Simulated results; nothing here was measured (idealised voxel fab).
Process module heading - voxel spacer lines
It is cross-section cut that appears here, measuring 180 nm in width, its square cells being 5 nm in size.
Cross-sections here: square-cell grids, written as top-down lists of bands, a band being one or more rows of cells. Each band's line starts with the height of the band's top and of its bottom, in nm. Then come its materials from left to right, each with its width in nm. One material with "full width" fills the band from edge to edge. "empty" is empty space. It should be noted that heights are counted from 0, beneath which the wafer as supplied is of one material throughout, and that the lowest band possesses no lower boundary but continues downward, as written in "0 and below". Per-row width for "30 to 40": begins at first number (top row of band), ends at second number (bottom row), increment between rows held constant. "nothing changed" (step): cross-section cells unchanged, all of them. "Trapped cavities": sealed empty spaces, 8 cells or more, no open way to top, listed width x height at distance, with distance from the left edge and width, height and distance in nm. Formally, on a step line, whatever follows the settings is a remark that the simulator itself makes on the step. "overlay nm" answers the question of how far to the right of plan the mask lay on a step that has a mask, and when it is negative the answer is to the left. Each pair below shows a cross-section before one step and the cross-section after it, down to the lowest band that changed. The line under each pair gives the step between them, with its settings. The pairs can come from different runs of this module on the same starting wafer, so a pair continues from the pair above only where its "Pre-step geometry" says so.

Pre-step geometry
> 0 and below: Si full width
> Trapped cavities: none

Post-Step Section View
> 5 down to 0: Al2O3 full width
> Everything under 0 stays put, no change at all.
> Trapped cavities: none
Step that separates the before view from the after view above: CONFORMAL_DEP,material Al2O3,thk nm 5

Pre-step geometry: identical to the post-step cross-section of the immediately preceding pair.

Post-Step Section View
> 20 down to 5: polySi full width
> Everything under 5 stays put, no change at all.
> Trapped cavities: none
Step that separates the before view from the after view above: DIRECTIONAL_DEP,material polySi,thk nm 15

Pre-step geometry: identical to the post-step cross-section of the immediately preceding pair.

Post-Step Section View
> 40 down to 20: aC full width
> Everything under 20 stays put, no change at all.
> Trapped cavities: none
Step that separates the before view from the after view above: DIRECTIONAL_DEP,material aC,thk nm 20

Pre-step geometry: identical to the post-step cross-section of the immediately preceding pair.

Post-Step Section View
> 65 down to 40: empty 50 | resist 20 | empty 40 | resist 20 | empty 50
> Everything under 40 stays put, no change at all.
> Trapped cavities: none
Step that separates the before view from the after view above: PATTERN,tone cover,mask id MANDREL,material resist,width nm 20,pitch nm 60,thk nm 25,overlay nm 0

Pre-step geometry: identical to the post-step cross-section of the immediately preceding pair.

Post-Step Section View
> 45 down to 40: empty 50 | resist 20 | empty 40 | resist 20 | empty 50
> 40 down to 20: empty 50 | aC 20 | empty 40 | aC 20 | empty 50
> Everything under 20 stays put, no change at all.
> Trapped cavities: none
Step that separates the before view from the after view above: DIRECTIONAL_ETCH,etch materials aC,depth nm 20

Pre-step geometry: identical to the post-step cross-section of the immediately preceding pair.

Post-Step Section View
> 40 down to 20: empty 50 | aC 20 | empty 40 | aC 20 | empty 50
> Everything under 20 stays put, no change at all.
> Trapped cavities: none
Step that separates the before view from the after view above: STRIP,etch materials resist

Pre-step geometry: identical to the post-step cross-section of the immediately preceding pair.

Post-Step Section View
> 50 down to 40: empty 40 | SiO2 40 | empty 20 | SiO2 40 | empty 40
> 40 down to 30: empty 40 | SiO2 10 | aC 20 | SiO2 10 | empty 20 | SiO2 10 | aC 20 | SiO2 10 | empty 40
> 30 down to 20: SiO2 50 | aC 20 | SiO2 40 | aC 20 | SiO2 50
> Everything under 20 stays put, no change at all.
> Trapped cavities: none
Step that separates the before view from the after view above: CONFORMAL_DEP,material SiO2,thk nm 10

Pre-step geometry: identical to the post-step cross-section of the immediately preceding pair.

Post-Step Section View
> 40 down to 20: empty 40 | SiO2 10 | aC 20 | SiO2 10 | empty 20 | SiO2 10 | aC 20 | SiO2 10 | empty 40
> Everything under 20 stays put, no change at all.
> Trapped cavities: none
Step that separates the before view from the after view above: DIRECTIONAL_ETCH,etch materials SiO2,depth nm 10

Pre-step geometry: identical to the post-step cross-section of the immediately preceding pair.

Post-Step Section View
> 40 down to 20: empty 40 | SiO2 10 | empty 20 | SiO2 10 | empty 20 | SiO2 10 | empty 20 | SiO2 10 | empty 40
> Everything under 20 stays put, no change at all.
> Trapped cavities: none
Step that separates the before view from the after view above: STRIP,etch materials aC

Pre-step geometry: identical to the post-step cross-section of the immediately preceding pair.

Post-Step Section View
> 40 down to 20: empty 40 | SiO2 10 | empty 20 | SiO2 10 | empty 20 | SiO2 10 | empty 20 | SiO2 10 | empty 40
> 20 down to 5: empty 40 | polySi 10 | empty 20 | polySi 10 | empty 20 | polySi 10 | empty 20 | polySi 10 | empty 40
> Everything under 5 stays put, no change at all.
> Trapped cavities: none
Step that separates the before view from the after view above: DIRECTIONAL_ETCH,etch materials polySi,depth nm 15

Pre-step geometry: identical to the post-step cross-section of the immediately preceding pair.

Post-Step Section View
> 20 down to 5: empty 40 | polySi 10 | empty 20 | polySi 10 | empty 20 | polySi 10 | empty 20 | polySi 10 | empty 40
> Everything under 5 stays put, no change at all.
> Trapped cavities: none
Step that separates the before view from the after view above: STRIP,etch materials SiO2

Pre-step geometry
> 0 and below: Si full width
> Trapped cavities: none

Post-Step Section View
> 15 down to 0: polySi full width
> Everything under 0 stays put, no change at all.
> Trapped cavities: none
Step that separates the before view from the after view above: DIRECTIONAL_DEP,material polySi,thk nm 15

Pre-step geometry: identical to the post-step cross-section of the immediately preceding pair.

Post-Step Section View
> 35 down to 15: aC full width
> Everything under 15 stays put, no change at all.
> Trapped cavities: none
Step that separates the before view from the after view above: DIRECTIONAL_DEP,material aC,thk nm 20

Pre-step geometry: identical to the post-step cross-section of the immediately preceding pair.

Post-Step Section View
> 60 down to 35: empty 50 | resist 20 | empty 40 | resist 20 | empty 50
> Everything under 35 stays put, no change at all.
> Trapped cavities: none
Step that separates the before view from the after view above: PATTERN,tone cover,mask id MANDREL,material resist,width nm 20,pitch nm 60,thk nm 25,overlay nm 0

Pre-step geometry: identical to the post-step cross-section of the immediately preceding pair.

Post-Step Section View
> 40 down to 35: empty 50 | resist 20 | empty 40 | resist 20 | empty 50
> 35 down to 15: empty 50 | aC 20 | empty 40 | aC 20 | empty 50
> Everything under 15 stays put, no change at all.
> Trapped cavities: none
Step that separates the before view from the after view above: DIRECTIONAL_ETCH,etch materials aC,depth nm 20

Pre-step geometry: identical to the post-step cross-section of the immediately preceding pair.

Post-Step Section View
> 35 down to 15: empty 50 | aC 20 | empty 40 | aC 20 | empty 50
> Everything under 15 stays put, no change at all.
> Trapped cavities: none
Step that separates the before view from the after view above: STRIP,etch materials resist

Pre-step geometry: identical to the post-step cross-section of the immediately preceding pair.

Post-Step Section View
> 45 down to 35: empty 40 | SiO2 40 | empty 20 | SiO2 40 | empty 40
> 35 down to 25: empty 40 | SiO2 10 | aC 20 | SiO2 10 | empty 20 | SiO2 10 | aC 20 | SiO2 10 | empty 40
> 25 down to 15: SiO2 50 | aC 20 | SiO2 40 | aC 20 | SiO2 50
> Everything under 15 stays put, no change at all.
> Trapped cavities: none
Step that separates the before view from the after view above: CONFORMAL_DEP,material SiO2,thk nm 10

Pre-step geometry: identical to the post-step cross-section of the immediately preceding pair.

Post-Step Section View
> 35 down to 15: empty 40 | SiO2 10 | aC 20 | SiO2 10 | empty 20 | SiO2 10 | aC 20 | SiO2 10 | empty 40
> Everything under 15 stays put, no change at all.
> Trapped cavities: none
Step that separates the before view from the after view above: DIRECTIONAL_ETCH,etch materials SiO2,depth nm 10

Pre-step geometry: identical to the post-step cross-section of the immediately preceding pair.

Post-Step Section View
> 35 down to 15: empty 40 | SiO2 10 | empty 20 | SiO2 10 | empty 20 | SiO2 10 | empty 20 | SiO2 10 | empty 40
> Everything under 15 stays put, no change at all.
> Trapped cavities: none
Step that separates the before view from the after view above: STRIP,etch materials aC

Pre-step geometry: identical to the post-step cross-section of the immediately preceding pair.

Post-Step Section View
> 35 down to 15: empty 40 | SiO2 10 | empty 20 | SiO2 10 | empty 20 | SiO2 10 | empty 20 | SiO2 10 | empty 40
> 15 down to 0: empty 40 | polySi 10 | empty 20 | polySi 10 | empty 20 | polySi 10 | empty 20 | polySi 10 | empty 40
> Everything under 0 stays put, no change at all.
> Trapped cavities: none
Step that separates the before view from the after view above: DIRECTIONAL_ETCH,etch materials polySi,depth nm 15

Pre-step geometry: identical to the post-step cross-section of the immediately preceding pair.

Post-Step Section View
> 15 down to 0: empty 40 | polySi 10 | empty 20 | polySi 10 | empty 20 | polySi 10 | empty 20 | polySi 10 | empty 40
> Everything under 0 stays put, no change at all.
> Trapped cavities: none
Step that separates the before view from the after view above: STRIP,etch materials SiO2

Pre-step geometry
> 20 down to 5: polySi full width
> 5 down to 0: Al2O3 full width
> 0 and below: Si full width
> Trapped cavities: none

Post-Step Section View
> 35 down to 5: polySi full width
> Everything under 5 stays put, no change at all.
> Trapped cavities: none
Step that separates the before view from the after view above: DIRECTIONAL_DEP,material polySi,thk nm 15

Pre-step geometry: identical to the post-step cross-section of the immediately preceding pair.

Post-Step Section View
> 55 down to 35: aC full width
> Everything under 35 stays put, no change at all.
> Trapped cavities: none
Step that separates the before view from the after view above: DIRECTIONAL_DEP,material aC,thk nm 20

Pre-step geometry: identical to the post-step cross-section of the immediately preceding pair.

Post-Step Section View
> 80 down to 55: empty 50 | resist 20 | empty 40 | resist 20 | empty 50
> Everything under 55 stays put, no change at all.
> Trapped cavities: none
Step that separates the before view from the after view above: PATTERN,tone cover,mask id MANDREL,material resist,width nm 20,pitch nm 60,thk nm 25,overlay nm 0

Pre-step geometry: identical to the post-step cross-section of the immediately preceding pair.

Post-Step Section View
> 60 down to 55: empty 50 | resist 20 | empty 40 | resist 20 | empty 50
> 55 down to 35: empty 50 | aC 20 | empty 40 | aC 20 | empty 50
> Everything under 35 stays put, no change at all.
> Trapped cavities: none
Step that separates the before view from the after view above: DIRECTIONAL_ETCH,etch materials aC,depth nm 20

Pre-step geometry: identical to the post-step cross-section of the immediately preceding pair.

Post-Step Section View
> 55 down to 35: empty 50 | aC 20 | empty 40 | aC 20 | empty 50
> Everything under 35 stays put, no change at all.
> Trapped cavities: none
Step that separates the before view from the after view above: STRIP,etch materials resist

Pre-step geometry: identical to the post-step cross-section of the immediately preceding pair.

Post-Step Section View
> 65 down to 55: empty 40 | SiO2 40 | empty 20 | SiO2 40 | empty 40
> 55 down to 45: empty 40 | SiO2 10 | aC 20 | SiO2 10 | empty 20 | SiO2 10 | aC 20 | SiO2 10 | empty 40
> 45 down to 35: SiO2 50 | aC 20 | SiO2 40 | aC 20 | SiO2 50
> Everything under 35 stays put, no change at all.
> Trapped cavities: none
Step that separates the before view from the after view above: CONFORMAL_DEP,material SiO2,thk nm 10

Pre-step geometry: identical to the post-step cross-section of the immediately preceding pair.

Post-Step Section View
> 55 down to 35: empty 40 | SiO2 10 | aC 20 | SiO2 10 | empty 20 | SiO2 10 | aC 20 | SiO2 10 | empty 40
> Everything under 35 stays put, no change at all.
> Trapped cavities: none
Step that separates the before view from the after view above: DIRECTIONAL_ETCH,etch materials SiO2,depth nm 10

Pre-step geometry: identical to the post-step cross-section of the immediately preceding pair.

Post-Step Section View
> 55 down to 35: empty 40 | SiO2 10 | empty 20 | SiO2 10 | empty 20 | SiO2 10 | empty 20 | SiO2 10 | empty 40
> Everything under 35 stays put, no change at all.
> Trapped cavities: none
Step that separates the before view from the after view above: STRIP,etch materials aC

Pre-step geometry: identical to the post-step cross-section of the immediately preceding pair.

Post-Step Section View
> 55 down to 35: empty 40 | SiO2 10 | empty 20 | SiO2 10 | empty 20 | SiO2 10 | empty 20 | SiO2 10 | empty 40
> 35 down to 20: empty 40 | polySi 10 | empty 20 | polySi 10 | empty 20 | polySi 10 | empty 20 | polySi 10 | empty 40
> Everything under 20 stays put, no change at all.
> Trapped cavities: none
Step that separates the before view from the after view above: DIRECTIONAL_ETCH,etch materials polySi,depth nm 15

Pre-step geometry: identical to the post-step cross-section of the immediately preceding pair.

Post-Step Section View
> 35 down to 20: empty 40 | polySi 10 | empty 20 | polySi 10 | empty 20 | polySi 10 | empty 20 | polySi 10 | empty 40
> Everything under 20 stays put, no change at all.
> Trapped cavities: none
Step that separates the before view from the after view above: STRIP,etch materials SiO2

Pre-step geometry
> 15 down to 0: polySi full width
> 0 and below: Si full width
> Trapped cavities: none

Post-Step Section View
> 20 down to 15: Al2O3 full width
> Everything under 15 stays put, no change at all.
> Trapped cavities: none
Step that separates the before view from the after view above: CONFORMAL_DEP,material Al2O3,thk nm 5

Pre-step geometry: identical to the post-step cross-section of the immediately preceding pair.

Post-Step Section View
> 40 down to 20: aC full width
> Everything under 20 stays put, no change at all.
> Trapped cavities: none
Step that separates the before view from the after view above: DIRECTIONAL_DEP,material aC,thk nm 20

Pre-step geometry: identical to the post-step cross-section of the immediately preceding pair.

Post-Step Section View
> 65 down to 40: empty 50 | resist 20 | empty 40 | resist 20 | empty 50
> Everything under 40 stays put, no change at all.
> Trapped cavities: none
Step that separates the before view from the after view above: PATTERN,tone cover,mask id MANDREL,material resist,width nm 20,pitch nm 60,thk nm 25,overlay nm 0

Pre-step geometry: identical to the post-step cross-section of the immediately preceding pair.

Post-Step Section View
> 45 down to 40: empty 50 | resist 20 | empty 40 | resist 20 | empty 50
> 40 down to 20: empty 50 | aC 20 | empty 40 | aC 20 | empty 50
> Everything under 20 stays put, no change at all.
> Trapped cavities: none
Step that separates the before view from the after view above: DIRECTIONAL_ETCH,etch materials aC,depth nm 20

Pre-step geometry: identical to the post-step cross-section of the immediately preceding pair.

Post-Step Section View
> 40 down to 20: empty 50 | aC 20 | empty 40 | aC 20 | empty 50
> Everything under 20 stays put, no change at all.
> Trapped cavities: none
Step that separates the before view from the after view above: STRIP,etch materials resist

Pre-step geometry: identical to the post-step cross-section of the immediately preceding pair.

Post-Step Section View
> 50 down to 40: empty 40 | SiO2 40 | empty 20 | SiO2 40 | empty 40
> 40 down to 30: empty 40 | SiO2 10 | aC 20 | SiO2 10 | empty 20 | SiO2 10 | aC 20 | SiO2 10 | empty 40
> 30 down to 20: SiO2 50 | aC 20 | SiO2 40 | aC 20 | SiO2 50
> Everything under 20 stays put, no change at all.
> Trapped cavities: none
Step that separates the before view from the after view above: CONFORMAL_DEP,material SiO2,thk nm 10

Pre-step geometry: identical to the post-step cross-section of the immediately preceding pair.

Post-Step Section View
> 40 down to 20: empty 40 | SiO2 10 | aC 20 | SiO2 10 | empty 20 | SiO2 10 | aC 20 | SiO2 10 | empty 40
> Everything under 20 stays put, no change at all.
> Trapped cavities: none
Step that separates the before view from the after view above: DIRECTIONAL_ETCH,etch materials SiO2,depth nm 10

Pre-step geometry: identical to the post-step cross-section of the immediately preceding pair.

Post-Step Section View
> 40 down to 20: empty 40 | SiO2 10 | empty 20 | SiO2 10 | empty 20 | SiO2 10 | empty 20 | SiO2 10 | empty 40
> Everything under 20 stays put, no change at all.
> Trapped cavities: none
Step that separates the before view from the after view above: STRIP,etch materials aC

Pre-step geometry: identical to the post-step cross-section of the immediately preceding pair.

Post-Step Section View
> 20 down to 15: Al2O3 full width
> Everything under 15 stays put, no change at all.
> Trapped cavities: none
Step that separates the before view from the after view above: STRIP,etch materials SiO2

Pre-step geometry
> 5 down to 0: Al2O3 full width
> 0 and below: Si full width
> Trapped cavities: none

Post-Step Section View
> 25 down to 5: polySi full width
> Everything under 5 stays put, no change at all.
> Trapped cavities: none
Step that separates the before view from the after view above: DIRECTIONAL_DEP,material polySi,thk nm 20

Pre-step geometry: identical to the post-step cross-section of the immediately preceding pair.

Post-Step Section View
> 45 down to 25: aC full width
> Everything under 25 stays put, no change at all.
> Trapped cavities: none
Step that separates the before view from the after view above: DIRECTIONAL_DEP,material aC,thk nm 20

Pre-step geometry: identical to the post-step cross-section of the immediately preceding pair.

Post-Step Section View
> 70 down to 45: empty 50 | resist 20 | empty 40 | resist 20 | empty 50
> Everything under 45 stays put, no change at all.
> Trapped cavities: none
Step that separates the before view from the after view above: PATTERN,tone cover,mask id MANDREL,material resist,width nm 20,pitch nm 60,thk nm 25,overlay nm 0

Pre-step geometry: identical to the post-step cross-section of the immediately preceding pair.

Post-Step Section View
> 50 down to 45: empty 50 | resist 20 | empty 40 | resist 20 | empty 50
> 45 down to 25: empty 50 | aC 20 | empty 40 | aC 20 | empty 50
> Everything under 25 stays put, no change at all.
> Trapped cavities: none
Step that separates the before view from the after view above: DIRECTIONAL_ETCH,etch materials aC,depth nm 20

Pre-step geometry: identical to the post-step cross-section of the immediately preceding pair.

Post-Step Section View
> 45 down to 25: empty 50 | aC 20 | empty 40 | aC 20 | empty 50
> Everything under 25 stays put, no change at all.
> Trapped cavities: none
Step that separates the before view from the after view above: STRIP,etch materials resist

Pre-step geometry: identical to the post-step cross-section of the immediately preceding pair.

Post-Step Section View
> 55 down to 45: empty 40 | SiO2 40 | empty 20 | SiO2 40 | empty 40
> 45 down to 35: empty 40 | SiO2 10 | aC 20 | SiO2 10 | empty 20 | SiO2 10 | aC 20 | SiO2 10 | empty 40
> 35 down to 25: SiO2 50 | aC 20 | SiO2 40 | aC 20 | SiO2 50
> Everything under 25 stays put, no change at all.
> Trapped cavities: none
Step that separates the before view from the after view above: CONFORMAL_DEP,material SiO2,thk nm 10

Pre-step geometry: identical to the post-step cross-section of the immediately preceding pair.

Post-Step Section View
> 45 down to 25: empty 40 | SiO2 10 | aC 20 | SiO2 10 | empty 20 | SiO2 10 | aC 20 | SiO2 10 | empty 40
> Everything under 25 stays put, no change at all.
> Trapped cavities: none
Step that separates the before view from the after view above: DIRECTIONAL_ETCH,etch materials SiO2,depth nm 10

Pre-step geometry: identical to the post-step cross-section of the immediately preceding pair.

Post-Step Section View
> 45 down to 25: empty 40 | SiO2 10 | empty 20 | SiO2 10 | empty 20 | SiO2 10 | empty 20 | SiO2 10 | empty 40
> Everything under 25 stays put, no change at all.
> Trapped cavities: none
Step that separates the before view from the after view above: STRIP,etch materials aC

Pre-step geometry: identical to the post-step cross-section of the immediately preceding pair.

Post-Step Section View
> 45 down to 25: empty 40 | SiO2 10 | empty 20 | SiO2 10 | empty 20 | SiO2 10 | empty 20 | SiO2 10 | empty 40
> 25 down to 10: empty 40 | polySi 10 | empty 20 | polySi 10 | empty 20 | polySi 10 | empty 20 | polySi 10 | empty 40
> Everything under 10 stays put, no change at all.
> Trapped cavities: none
Step that separates the before view from the after view above: DIRECTIONAL_ETCH,etch materials polySi,depth nm 15

Pre-step geometry: identical to the post-step cross-section of the immediately preceding pair.

Post-Step Section View
> 25 down to 10: empty 40 | polySi 10 | empty 20 | polySi 10 | empty 20 | polySi 10 | empty 20 | polySi 10 | empty 40
> Everything under 10 stays put, no change at all.
> Trapped cavities: none
Step that separates the before view from the after view above: STRIP,etch materials SiO2

Pre-step geometry
> 40 down to 20: aC full width
> 20 down to 5: polySi full width
> 5 down to 0: Al2O3 full width
> 0 and below: Si full width
> Trapped cavities: none

Post-Step Section View
> 65 down to 40: empty 55 | resist 15 | empty 45 | resist 15 | empty 50
> Everything under 40 stays put, no change at all.
> Trapped cavities: none
Step that separates the before view from the after view above: PATTERN,tone cover,mask id MANDREL,material resist,width nm 15,pitch nm 60,thk nm 25,overlay nm 0

Pre-step geometry: identical to the post-step cross-section of the immediately preceding pair.

Post-Step Section View
> 45 down to 40: empty 55 | resist 15 | empty 45 | resist 15 | empty 50
> 40 down to 20: empty 55 | aC 15 | empty 45 | aC 15 | empty 50
> Everything under 20 stays put, no change at all.
> Trapped cavities: none
Step that separates the before view from the after view above: DIRECTIONAL_ETCH,etch materials aC,depth nm 20

Pre-step geometry: identical to the post-step cross-section of the immediately preceding pair.

Post-Step Section View
> 40 down to 20: empty 55 | aC 15 | empty 45 | aC 15 | empty 50
> Everything under 20 stays put, no change at all.
> Trapped cavities: none
Step that separates the before view from the after view above: STRIP,etch materials resist

Pre-step geometry: identical to the post-step cross-section of the immediately preceding pair.

Post-Step Section View
> 50 down to 40: empty 45 | SiO2 35 | empty 25 | SiO2 35 | empty 40
> 40 down to 30: empty 45 | SiO2 10 | aC 15 | SiO2 10 | empty 25 | SiO2 10 | aC 15 | SiO2 10 | empty 40
> 30 down to 20: SiO2 55 | aC 15 | SiO2 45 | aC 15 | SiO2 50
> Everything under 20 stays put, no change at all.
> Trapped cavities: none
Step that separates the before view from the after view above: CONFORMAL_DEP,material SiO2,thk nm 10

Pre-step geometry: identical to the post-step cross-section of the immediately preceding pair.

Post-Step Section View
> 40 down to 20: empty 45 | SiO2 10 | aC 15 | SiO2 10 | empty 25 | SiO2 10 | aC 15 | SiO2 10 | empty 40
> Everything under 20 stays put, no change at all.
> Trapped cavities: none
Step that separates the before view from the after view above: DIRECTIONAL_ETCH,etch materials SiO2,depth nm 10

Pre-step geometry: identical to the post-step cross-section of the immediately preceding pair.

Post-Step Section View
> 40 down to 20: empty 45 | SiO2 10 | empty 15 | SiO2 10 | empty 25 | SiO2 10 | empty 15 | SiO2 10 | empty 40
> Everything under 20 stays put, no change at all.
> Trapped cavities: none
Step that separates the before view from the after view above: STRIP,etch materials aC

Pre-step geometry: identical to the post-step cross-section of the immediately preceding pair.

Post-Step Section View
> 40 down to 20: empty 45 | SiO2 10 | empty 15 | SiO2 10 | empty 25 | SiO2 10 | empty 15 | SiO2 10 | empty 40
> 20 down to 5: empty 45 | polySi 10 | empty 15 | polySi 10 | empty 25 | polySi 10 | empty 15 | polySi 10 | empty 40
> Everything under 5 stays put, no change at all.
> Trapped cavities: none
Step that separates the before view from the after view above: DIRECTIONAL_ETCH,etch materials polySi,depth nm 15

Pre-step geometry: identical to the post-step cross-section of the immediately preceding pair.

Post-Step Section View
> 20 down to 5: empty 45 | polySi 10 | empty 15 | polySi 10 | empty 25 | polySi 10 | empty 15 | polySi 10 | empty 40
> Everything under 5 stays put, no change at all.
> Trapped cavities: none
Step that separates the before view from the after view above: STRIP,etch materials SiO2

Pre-step geometry
> 40 down to 20: aC full width
> 20 down to 5: polySi full width
> 5 down to 0: Al2O3 full width
> 0 and below: Si full width
> Trapped cavities: none

Post-Step Section View
> 65 down to 40: empty 40 | resist 20 | empty 40 | resist 20 | empty 60
> Everything under 40 stays put, no change at all.
> Trapped cavities: none
Step that separates the before view from the after view above: PATTERN,tone cover,mask id MANDREL,material resist,width nm 20,pitch nm 60,thk nm 25,overlay nm -10

Pre-step geometry: identical to the post-step cross-section of the immediately preceding pair.

Post-Step Section View
> 45 down to 40: empty 40 | resist 20 | empty 40 | resist 20 | empty 60
> 40 down to 20: empty 40 | aC 20 | empty 40 | aC 20 | empty 60
> Everything under 20 stays put, no change at all.
> Trapped cavities: none
Step that separates the before view from the after view above: DIRECTIONAL_ETCH,etch materials aC,depth nm 20

Pre-step geometry: identical to the post-step cross-section of the immediately preceding pair.

Post-Step Section View
> 40 down to 20: empty 40 | aC 20 | empty 40 | aC 20 | empty 60
> Everything under 20 stays put, no change at all.
> Trapped cavities: none
Step that separates the before view from the after view above: STRIP,etch materials resist

Pre-step geometry: identical to the post-step cross-section of the immediately preceding pair.

Post-Step Section View
> 50 down to 40: empty 30 | SiO2 40 | empty 20 | SiO2 40 | empty 50
> 40 down to 30: empty 30 | SiO2 10 | aC 20 | SiO2 10 | empty 20 | SiO2 10 | aC 20 | SiO2 10 | empty 50
> 30 down to 20: SiO2 40 | aC 20 | SiO2 40 | aC 20 | SiO2 60
> Everything under 20 stays put, no change at all.
> Trapped cavities: none
Step that separates the before view from the after view above: CONFORMAL_DEP,material SiO2,thk nm 10

Pre-step geometry: identical to the post-step cross-section of the immediately preceding pair.

Post-Step Section View
> 40 down to 20: empty 30 | SiO2 10 | aC 20 | SiO2 10 | empty 20 | SiO2 10 | aC 20 | SiO2 10 | empty 50
> Everything under 20 stays put, no change at all.
> Trapped cavities: none
Step that separates the before view from the after view above: DIRECTIONAL_ETCH,etch materials SiO2,depth nm 10

Pre-step geometry: identical to the post-step cross-section of the immediately preceding pair.

Post-Step Section View
> 40 down to 20: empty 30 | SiO2 10 | empty 20 | SiO2 10 | empty 20 | SiO2 10 | empty 20 | SiO2 10 | empty 50
> Everything under 20 stays put, no change at all.
> Trapped cavities: none
Step that separates the before view from the after view above: STRIP,etch materials aC

Pre-step geometry: identical to the post-step cross-section of the immediately preceding pair.

Post-Step Section View
> 40 down to 20: empty 30 | SiO2 10 | empty 20 | SiO2 10 | empty 20 | SiO2 10 | empty 20 | SiO2 10 | empty 50
> 20 down to 5: empty 30 | polySi 10 | empty 20 | polySi 10 | empty 20 | polySi 10 | empty 20 | polySi 10 | empty 50
> Everything under 5 stays put, no change at all.
> Trapped cavities: none
Step that separates the before view from the after view above: DIRECTIONAL_ETCH,etch materials polySi,depth nm 15

Pre-step geometry: identical to the post-step cross-section of the immediately preceding pair.

Post-Step Section View
> 20 down to 5: empty 30 | polySi 10 | empty 20 | polySi 10 | empty 20 | polySi 10 | empty 20 | polySi 10 | empty 50
> Everything under 5 stays put, no change at all.
> Trapped cavities: none
Step that separates the before view from the after view above: STRIP,etch materials SiO2

Pre-step geometry
> 40 down to 20: empty 50 | aC 20 | empty 40 | aC 20 | empty 50
> 20 down to 5: polySi full width
> 5 down to 0: Al2O3 full width
> 0 and below: Si full width
> Trapped cavities: none

Post-Step Section View
> 50 down to 40: empty 40 | Al2O3 40 | empty 20 | Al2O3 40 | empty 40
> 40 down to 30: empty 40 | Al2O3 10 | aC 20 | Al2O3 10 | empty 20 | Al2O3 10 | aC 20 | Al2O3 10 | empty 40
> 30 down to 20: Al2O3 50 | aC 20 | Al2O3 40 | aC 20 | Al2O3 50
> Everything under 20 stays put, no change at all.
> Trapped cavities: none
Step that separates the before view from the after view above: CONFORMAL_DEP,material Al2O3,thk nm 10

Pre-step geometry
> 40 down to 20: aC full width
> 20 down to 5: polySi full width
> 5 down to 0: Al2O3 full width
> 0 and below: Si full width
> Trapped cavities: none

Post-Step Section View
> 65 down to 40: resist 50 | empty 20 | resist 40 | empty 20 | resist 50
> Everything under 40 stays put, no change at all.
> Trapped cavities: none
Step that separates the before view from the after view above: PATTERN,tone open,mask id MANDREL,material resist,width nm 20,pitch nm 60,thk nm 25,overlay nm 0

Pre-step geometry: identical to the post-step cross-section of the immediately preceding pair.

Post-Step Section View
> 45 down to 40: resist 50 | empty 20 | resist 40 | empty 20 | resist 50
> 40 down to 20: aC 50 | empty 20 | aC 40 | empty 20 | aC 50
> Everything under 20 stays put, no change at all.
> Trapped cavities: none
Step that separates the before view from the after view above: DIRECTIONAL_ETCH,etch materials aC,depth nm 20

Pre-step geometry: identical to the post-step cross-section of the immediately preceding pair.

Post-Step Section View
> 40 down to 20: aC 50 | empty 20 | aC 40 | empty 20 | aC 50
> Everything under 20 stays put, no change at all.
> Trapped cavities: none
Step that separates the before view from the after view above: STRIP,etch materials resist

Pre-step geometry: identical to the post-step cross-section of the immediately preceding pair.

Post-Step Section View
> 50 down to 40: SiO2 full width
> 40 down to 20: aC 50 | SiO2 20 | aC 40 | SiO2 20 | aC 50
> Everything under 20 stays put, no change at all.
> Trapped cavities: none
Step that separates the before view from the after view above: CONFORMAL_DEP,material SiO2,thk nm 10

Pre-step geometry: identical to the post-step cross-section of the immediately preceding pair.

Post-Step Section View
> 40 down to 20: aC 50 | SiO2 20 | aC 40 | SiO2 20 | aC 50
> Everything under 20 stays put, no change at all.
> Trapped cavities: none
Step that separates the before view from the after view above: DIRECTIONAL_ETCH,etch materials SiO2,depth nm 10

Pre-step geometry: identical to the post-step cross-section of the immediately preceding pair.

Post-Step Section View
> 40 down to 20: empty 50 | SiO2 20 | empty 40 | SiO2 20 | empty 50
> Everything under 20 stays put, no change at all.
> Trapped cavities: none
Step that separates the before view from the after view above: STRIP,etch materials aC

Pre-step geometry: identical to the post-step cross-section of the immediately preceding pair.

Post-Step Section View
> 40 down to 20: empty 50 | SiO2 20 | empty 40 | SiO2 20 | empty 50
> 20 down to 5: empty 50 | polySi 20 | empty 40 | polySi 20 | empty 50
> Everything under 5 stays put, no change at all.
> Trapped cavities: none
Step that separates the before view from the after view above: DIRECTIONAL_ETCH,etch materials polySi,depth nm 15

Pre-step geometry: identical to the post-step cross-section of the immediately preceding pair.

Post-Step Section View
> 20 down to 5: empty 50 | polySi 20 | empty 40 | polySi 20 | empty 50
> Everything under 5 stays put, no change at all.
> Trapped cavities: none
Step that separates the before view from the after view above: STRIP,etch materials SiO2
